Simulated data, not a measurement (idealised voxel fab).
Herein follows the process module entitled voxel fin reveal.
Square cells of 5 nm make up the cross-section cut, whose width is 255 nm.
If you're reading a cross-section in this doc, picture square cells in a grid; it comes to you as bands, top ones listed first down to the bottom, and a band can be one or more rows of cells. Per band: top height and bottom height in nm, followed by the left-to-right materials and their widths in nm; "throughout" marks a single material spanning edge to edge, "empty" marks empty space. Heights from 0 (as-received wafer is one material below). Bottom band endless downward, as "z 0 and below". The width entry "30 to 40" should be interpreted row by row: the top row of cells in the band takes the first number, the bottom row takes the second number, and the change between adjacent rows is uniform throughout. What does "everything unchanged" mean for a step? It means no cell of the cross-section changed in that step. Listed in "Trapped cavities": every empty space of 8 or more cells without an open way to the top. Form: width x height at distance, the distance being from the left edge, all in nm. Read whatever lies past the settings on a step's line as the simulator's own remark about the step. A step's line can hold "overlay nm"; with a mask on that step, the setting says how far right of the planned place the mask lay, while a negative setting says it lay to the left.
STEPS PLANNED FOR THE PROCESS
1,op RECEIVE | material Si
2,op CONFORMAL_DEP | material SiN | thk nm 10
3,op PATTERN | tone cover | mask id FINS | material resist | width nm 15 | pitch nm 40 | thk nm 15 | overlay nm 0
4,op DIRECTIONAL_ETCH | etch materials SiN | depth nm 10
5,op DIRECTIONAL_ETCH | etch materials Si | depth nm 35
6,op STRIP | etch materials resist
7,op OXIDIZE | depth nm 5
8,op FILL_DEP | material SiO2 | thk nm 10
9,op CMP | height nm 10
10,op SELECTIVE_ETCH | etch materials SiO2 | depth nm 20
11,op STRIP | etch materials SiN
HERE'S WHAT THE WAFER LOOKED LIKE IN CROSS-SECTION WHEN IT ARRIVED - THAT'S AFTER STEP 1
	z 0 and below | Si throughout
	Trapped cavities: none
WHAT THE WAFER LOOKS LIKE IN CROSS-SECTION AFTER THIS MODULE, WHEN IT STARTS AS SHOWN ABOVE AND FOLLOWS THE PLAN ABOVE BUT ONE MISTAKE IS MADE IN RUNNING IT
	z 0 to -10 | empty (80)  Si (5)  empty (35)  Si (5)  empty (35)  Si (5)  empty (90)
	z -10 to -40 | SiO2 (80)  Si (5)  SiO2 (35)  Si (5)  SiO2 (35)  Si (5)  SiO2 (90)
	z -40 and below | Si throughout
	Trapped cavities: none
Misprocessing identified: step 3 went in with a setting other than planned; the actual run was op PATTERN | tone cover | mask id FINS | material resist | width nm 15 | pitch nm 40 | thk nm 15 | overlay nm -5
